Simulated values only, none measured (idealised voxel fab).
process module | voxel local oxidation
cross-section cut | 220 nm wide | cells 5 nm
A cross-section is a grid of square cells, given in bands from the top down. A band is one or more rows of cells.
Each band's line starts with the height of the band's top and of its bottom, in nm. Then come its materials from left to right, each with its width in nm. One material with "throughout" fills the band from edge to edge. "air" is empty space.
Height 0 is the level under which the wafer as received is all one material. The lowest band goes on downwards, as in "0 down".
A width such as "30 to 40" changes by the same amount from each row of cells to the next, from the band's top row to its bottom row.
"no change" after a step means that no cell of the cross-section changed.
closed voids: empty space of 8 cells or more with no open way to the top, each as width x height at its distance from the left edge, in nm
after a step's settings: what the simulator itself notes on the step
overlay nm, on a step with a mask: how far to the right of its planned place the mask lay; to the left if negative
plan
1 op RECEIVE | material Si
2 op OXIDIZE | depth nm 5
3 op CONFORMAL_DEP | material SiN | thk nm 15
4 op PATTERN | tone cover | mask id ACTIVE | material resist | width nm 110 | thk nm 15 | overlay nm 0
5 op DIRECTIONAL_ETCH | etch materials SiN | depth nm 15
6 op STRIP | etch materials resist
7 op SELECTIVE_ETCH | etch materials SiO2 | depth nm 5
8 op OXIDIZE | depth nm 10
9 op STRIP | etch materials SiN
as received, after step 1
  0 down: Si throughout
  closed voids: none
first wafer at the end, as planned
  0 to -5: air 60 | SiO2 100 | air 60
  -5 to -15: SiO2 70 | Si 80 | SiO2 70
  -15 down: Si throughout
  closed voids: none
second wafer at the end: like start, like plan, one mistake
  0 to -5: SiO2 50 | air 120 | SiO2 50
  -5 to -15: Si 40 | SiO2 140 | Si 40
  -15 down: Si throughout
  closed voids: none
what went wrong: step 4 ran as: op PATTERN | tone open | mask id ACTIVE | material resist | width nm 110 | thk nm 15 | overlay nm 0
at the end the second wafer has, in cells: as many of each material as the first, in other places
